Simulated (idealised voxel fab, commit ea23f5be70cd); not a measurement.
A process module follows: voxel wiring stack.
FYI the section here is cut, 230 nm wide, cells are 5 nm squares.
Each cross-section below is a grid of square cells, stated as bands in top-down order, with one or more rows of cells making up each band.
Basically the band line says how high the top is and how high the bottom is, in nm, and then what's in it from left to right, every material with its width in nm. Empty space shows up as "blank", and if a single material carries "all across" it runs the full band edge to edge.
Heights are reckoned from 0. Under this level, the received wafer is all of one material. The bottommost band is open-ended downward, for example "0 down".
Per-row width for "30 to 40": begins at first number (top row of band), ends at second number (bottom row), increment between rows held constant.
"everything unchanged" for a step: no cell of the cross-section changed in that step.
The entry titled "Closed void inventory" provides the empty spaces that have no open way to the top, restricted to those of 8 cells or more. Each is presented as width x height at distance, the distance being measured from the left edge, with all three in nm.
Past the settings on a step's line: simulator remark, on that step.
"overlay nm" on a masked step: distance the mask lay right of its planned place, negative for left.

**The following list gives the planned process steps**
1: RECEIVE,material Si
2: CONFORMAL_DEP,material SiO2,thk nm 10
3: DIRECTIONAL_DEP,material TiN,thk nm 5
4: DIRECTIONAL_DEP,material Ru,thk nm 25
5: MASKED_ETCH,tone cover,mask id METAL_1,width nm 25,pitch nm 40,etch materials Ru,depth nm 25,overlay nm 0
6: MASKED_ETCH,tone cover,mask id METAL_1,width nm 25,pitch nm 40,etch materials TiN,depth nm 5,overlay nm 0
7: CONFORMAL_DEP,material SiN,thk nm 5
8: FILL_DEP,material lowk,thk nm 10
9: CMP,height nm 40
10: CONFORMAL_DEP,material SiCN,thk nm 5
11: DIRECTIONAL_DEP,material SiO2,thk nm 15
12: DIRECTIONAL_DEP,material aC,thk nm 15
13: PATTERN,tone open,mask id PLUG_1,material resist,width nm 15,pitch nm 80,thk nm 35,overlay nm 0
14: DIRECTIONAL_ETCH,etch materials aC,depth nm 15
15: STRIP,etch materials resist
16: DIRECTIONAL_ETCH,etch materials SiO2,depth nm 15
17: DIRECTIONAL_ETCH,etch materials SiCN,depth nm 5
18: STRIP,etch materials aC
19: CONFORMAL_DEP,material TiN,thk nm 5
20: FILL_DEP,material Ru,thk nm 5
21: CMP,height nm 60
22: DIRECTIONAL_DEP,material TiN,thk nm 5
23: DIRECTIONAL_DEP,material Ru,thk nm 20
24: MASKED_ETCH,tone cover,mask id METAL_2,width nm 25,pitch nm 40,etch materials Ru,depth nm 20,overlay nm 0
25: MASKED_ETCH,tone cover,mask id METAL_2,width nm 25,pitch nm 40,etch materials TiN,depth nm 5,overlay nm 0
26: CONFORMAL_DEP,material SiN,thk nm 5
27: FILL_DEP,material lowk,thk nm 10
28: CMP,height nm 85
29: CONFORMAL_DEP,material SiCN,thk nm 5

**Of two wafers, the first: run according to plan**

**as received, after step 1**
0 down = Si all across
Closed void inventory: none

**You're looking at a cross-section of the wafer after step 2**
10 to 0 = SiO2 all across
Beneath the level 0, the cross-section is identical to its previous state.

**You're looking at a cross-section of the wafer after step 3**
15 to 10 = TiN all across
Beneath the level 10, the cross-section is identical to its previous state.

**You're looking at a cross-section of the wafer after step 4**
40 to 15 = Ru all across
Beneath the level 15, the cross-section is identical to its previous state.

**You're looking at a cross-section of the wafer after step 5**
40 to 15 = blank: 40 / Ru: 25 / blank: 15 / Ru: 25 / blank: 15 / Ru: 25 / blank: 15 / Ru: 25 / blank: 45
Beneath the level 15, the cross-section is identical to its previous state.

**You're looking at a cross-section of the wafer after step 6**
40 to 15 = blank: 40 / Ru: 25 / blank: 15 / Ru: 25 / blank: 15 / Ru: 25 / blank: 15 / Ru: 25 / blank: 45
15 to 10 = blank: 40 / TiN: 25 / blank: 15 / TiN: 25 / blank: 15 / TiN: 25 / blank: 15 / TiN: 25 / blank: 45
Beneath the level 10, the cross-section is identical to its previous state.

**You're looking at a cross-section of the wafer after step 7**
45 to 40 = blank: 35 / SiN: 35 / blank: 5 / SiN: 35 / blank: 5 / SiN: 35 / blank: 5 / SiN: 35 / blank: 40
40 to 15 = blank: 35 / SiN: 5 / Ru: 25 / SiN: 5 / blank: 5 / SiN: 5 / Ru: 25 / SiN: 5 / blank: 5 / SiN: 5 / Ru: 25 / SiN: 5 / blank: 5 / SiN: 5 / Ru: 25 / SiN: 5 / blank: 40
15 to 10 = SiN: 40 / TiN: 25 / SiN: 15 / TiN: 25 / SiN: 15 / TiN: 25 / SiN: 15 / TiN: 25 / SiN: 45
Beneath the level 10, the cross-section is identical to its previous state.

**You're looking at a cross-section of the wafer after step 8**
55 to 45 = lowk all across
45 to 40 = lowk: 35 / SiN: 35 / lowk: 5 / SiN: 35 / lowk: 5 / SiN: 35 / lowk: 5 / SiN: 35 / lowk: 40
40 to 15 = lowk: 35 / SiN: 5 / Ru: 25 / SiN: 5 / lowk: 5 / SiN: 5 / Ru: 25 / SiN: 5 / lowk: 5 / SiN: 5 / Ru: 25 / SiN: 5 / lowk: 5 / SiN: 5 / Ru: 25 / SiN: 5 / lowk: 40
Beneath the level 15, the cross-section is identical to its previous state.

**You're looking at a cross-section of the wafer after step 9**
40 to 15 = lowk: 35 / SiN: 5 / Ru: 25 / SiN: 5 / lowk: 5 / SiN: 5 / Ru: 25 / SiN: 5 / lowk: 5 / SiN: 5 / Ru: 25 / SiN: 5 / lowk: 5 / SiN: 5 / Ru: 25 / SiN: 5 / lowk: 40
Beneath the level 15, the cross-section is identical to its previous state.

**You're looking at a cross-section of the wafer after step 10**
45 to 40 = SiCN all across
Beneath the level 40, the cross-section is identical to its previous state.

**You're looking at a cross-section of the wafer after step 11**
60 to 45 = SiO2 all across
Beneath the level 45, the cross-section is identical to its previous state.

**You're looking at a cross-section of the wafer after step 12**
75 to 60 = aC all across
Beneath the level 60, the cross-section is identical to its previous state.

**You're looking at a cross-section of the wafer after step 13**
110 to 75 = resist: 40 / blank: 15 / resist: 65 / blank: 15 / resist: 95
Beneath the level 75, the cross-section is identical to its previous state.

**You're looking at a cross-section of the wafer after step 14**
95 to 75 = resist: 40 / blank: 15 / resist: 65 / blank: 15 / resist: 95
75 to 60 = aC: 40 / blank: 15 / aC: 65 / blank: 15 / aC: 95
Beneath the level 60, the cross-section is identical to its previous state.

**You're looking at a cross-section of the wafer after step 15**
75 to 60 = aC: 40 / blank: 15 / aC: 65 / blank: 15 / aC: 95
Beneath the level 60, the cross-section is identical to its previous state.

**You're looking at a cross-section of the wafer after step 16**
75 to 60 = aC: 40 / blank: 15 / aC: 65 / blank: 15 / aC: 95
60 to 45 = SiO2: 40 / blank: 15 / SiO2: 65 / blank: 15 / SiO2: 95
Beneath the level 45, the cross-section is identical to its previous state.

**You're looking at a cross-section of the wafer after step 17**
75 to 60 = aC: 40 / blank: 15 / aC: 65 / blank: 15 / aC: 95
60 to 45 = SiO2: 40 / blank: 15 / SiO2: 65 / blank: 15 / SiO2: 95
45 to 40 = SiCN: 40 / blank: 15 / SiCN: 65 / blank: 15 / SiCN: 95
Beneath the level 40, the cross-section is identical to its previous state.

**You're looking at a cross-section of the wafer after step 18**
60 to 45 = SiO2: 40 / blank: 15 / SiO2: 65 / blank: 15 / SiO2: 95
Beneath the level 45, the cross-section is identical to its previous state.

**You're looking at a cross-section of the wafer after step 19**
65 to 60 = TiN: 45 / blank: 5 / TiN: 75 / blank: 5 / TiN: 100
60 to 45 = SiO2: 40 / TiN: 5 / blank: 5 / TiN: 5 / SiO2: 65 / TiN: 5 / blank: 5 / TiN: 5 / SiO2: 95
45 to 40 = SiCN: 40 / TiN: 15 / SiCN: 65 / TiN: 15 / SiCN: 95
Beneath the level 40, the cross-section is identical to its previous state.

**You're looking at a cross-section of the wafer after step 20**
70 to 65 = Ru all across
65 to 60 = TiN: 45 / Ru: 5 / TiN: 75 / Ru: 5 / TiN: 100
60 to 45 = SiO2: 40 / TiN: 5 / Ru: 5 / TiN: 5 / SiO2: 65 / TiN: 5 / Ru: 5 / TiN: 5 / SiO2: 95
Beneath the level 45, the cross-section is identical to its previous state.

**You're looking at a cross-section of the wafer after step 21**
60 to 45 = SiO2: 40 / TiN: 5 / Ru: 5 / TiN: 5 / SiO2: 65 / TiN: 5 / Ru: 5 / TiN: 5 / SiO2: 95
Beneath the level 45, the cross-section is identical to its previous state.

**You're looking at a cross-section of the wafer after step 22**
65 to 60 = TiN all across
Beneath the level 60, the cross-section is identical to its previous state.

**You're looking at a cross-section of the wafer after step 23**
85 to 65 = Ru all across
Beneath the level 65, the cross-section is identical to its previous state.

**You're looking at a cross-section of the wafer after step 24**
85 to 65 = blank: 40 / Ru: 25 / blank: 15 / Ru: 25 / blank: 15 / Ru: 25 / blank: 15 / Ru: 25 / blank: 45
Beneath the level 65, the cross-section is identical to its previous state.

**You're looking at a cross-section of the wafer after step 25**
85 to 65 = blank: 40 / Ru: 25 / blank: 15 / Ru: 25 / blank: 15 / Ru: 25 / blank: 15 / Ru: 25 / blank: 45
65 to 60 = blank: 40 / TiN: 25 / blank: 15 / TiN: 25 / blank: 15 / TiN: 25 / blank: 15 / TiN: 25 / blank: 45
Beneath the level 60, the cross-section is identical to its previous state.

**You're looking at a cross-section of the wafer after step 26**
90 to 85 = blank: 35 / SiN: 35 / blank: 5 / SiN: 35 / blank: 5 / SiN: 35 / blank: 5 / SiN: 35 / blank: 40
85 to 65 = blank: 35 / SiN: 5 / Ru: 25 / SiN: 5 / blank: 5 / SiN: 5 / Ru: 25 / SiN: 5 / blank: 5 / SiN: 5 / Ru: 25 / SiN: 5 / blank: 5 / SiN: 5 / Ru: 25 / SiN: 5 / blank: 40
65 to 60 = SiN: 40 / TiN: 25 / SiN: 15 / TiN: 25 / SiN: 15 / TiN: 25 / SiN: 15 / TiN: 25 / SiN: 45
Beneath the level 60, the cross-section is identical to its previous state.

**You're looking at a cross-section of the wafer after step 27**
100 to 90 = lowk all across
90 to 85 = lowk: 35 / SiN: 35 / lowk: 5 / SiN: 35 / lowk: 5 / SiN: 35 / lowk: 5 / SiN: 35 / lowk: 40
85 to 65 = lowk: 35 / SiN: 5 / Ru: 25 / SiN: 5 / lowk: 5 / SiN: 5 / Ru: 25 / SiN: 5 / lowk: 5 / SiN: 5 / Ru: 25 / SiN: 5 / lowk: 5 / SiN: 5 / Ru: 25 / SiN: 5 / lowk: 40
Beneath the level 65, the cross-section is identical to its previous state.

**You're looking at a cross-section of the wafer after step 28**
85 to 65 = lowk: 35 / SiN: 5 / Ru: 25 / SiN: 5 / lowk: 5 / SiN: 5 / Ru: 25 / SiN: 5 / lowk: 5 / SiN: 5 / Ru: 25 / SiN: 5 / lowk: 5 / SiN: 5 / Ru: 25 / SiN: 5 / lowk: 40
Beneath the level 65, the cross-section is identical to its previous state.

**You're looking at a cross-section of the wafer after step 29**
90 to 85 = SiCN all across
Beneath the level 85, the cross-section is identical to its previous state.

**Second wafer: same start and same plan as the first, one execution error; identical to the first through step 27**

What the second wafer looks like in cross-section when step 28 should have wrapped up: everything unchanged

**What the second wafer looks like in cross-section when step 29 should have wrapped up**
105 to 100 = SiCN all across
Beneath the level 100, the cross-section is identical to its previous state.
Deviation noted in wafer processing: plan step 28 never ran because it was skipped
Final difference in cells, second wafer against first, listed per material as more or fewer: 28 more of SiN | 110 more of lowk
